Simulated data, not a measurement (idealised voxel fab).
The following process module bears the name voxel gate over fins.
cross-section cut | 170 nm wide | cells 5 nm
We lay out every cross-section as a grid of square cells and spell it out in bands from the top down, where one band means one or more rows of cells. Look at the band entry: it leads with the top's height and the bottom's height in nm. Then it lists the materials left to right, with a width in nm for each. The word "all across" on a single material says that material fills the band edge to edge. The word "air" is empty space. Height reference: 0 = level under which incoming wafer is all one material. Lowest band: no bottom, runs on downward, e.g. "0 down". You'd read "30 to 40" like this: the band's top row of cells is as wide as the first number, its bottom row is as wide as the second, and going down, every row changes width by the same amount as the row before did. "changes: none" means the step left every cell of the cross-section as it was. "Enclosed cavity list" enumerates empty spaces isolated from the top, with no open way to it, that contain at least 8 cells, giving each as width x height at distance from the left edge, all three in nm. It should be noted that, on the line of a given step, the content following the step's settings is a remark produced by the simulator itself with respect to that step. overlay nm: step with mask; distance mask lay right of planned place; negative value = left of planned place.

plan:
1,RECEIVE | material Si
2,CONFORMAL_DEP | material SiN | thk nm 5
3,DIRECTIONAL_DEP | material aC | thk nm 15
4,PATTERN | tone cover | mask id FINS | material resist | width nm 15 | pitch nm 45 | thk nm 35 | overlay nm 0
5,DIRECTIONAL_ETCH | etch materials aC | depth nm 15
6,STRIP | etch materials resist
7,DIRECTIONAL_ETCH | etch materials SiN | depth nm 5
8,DIRECTIONAL_ETCH | etch materials Si | depth nm 40
9,STRIP | etch materials aC
10,OXIDIZE | depth nm 5
11,FILL_DEP | material SiO2 | thk nm 5
12,CMP | height nm 5
13,SELECTIVE_ETCH | etch materials SiO2 | depth nm 15
14,STRIP | etch materials SiN
15,CONFORMAL_DEP | material HfO2 | thk nm 5
16,CONFORMAL_DEP | material TiN | thk nm 5
17,FILL_DEP | material W | thk nm 15
18,CMP | height nm 20
19,CONFORMAL_DEP | material SiCN | thk nm 10

Delivered wafer in cross-section: state after step 1:
  0 down | Si all across
  Enclosed cavity list: none

End-of-module cross-section. Starting structure and process plan as above; one mistake made in running it:
  30 to 20 | SiCN all across
  20 to 5 | W all across
  5 to 0 | W (30), TiN (15), W (30), TiN (15), W (30), TiN (15), W (35)
  0 to -5 | W (30), TiN (5), Si (5), TiN (5), W (30), TiN (5), Si (5), TiN (5), W (30), TiN (5), Si (5), TiN (5), W (35)
  -5 to -10 | TiN (35), Si (5), TiN (40), Si (5), TiN (40), Si (5), TiN (40)
  -10 to -45 | SiO2 (35), Si (5), SiO2 (40), Si (5), SiO2 (40), Si (5), SiO2 (40)
  -45 down | Si all across
  Enclosed cavity list: none
Which mistake was made when the wafer was run? yeah, step 15 of the plan got skipped, never ran
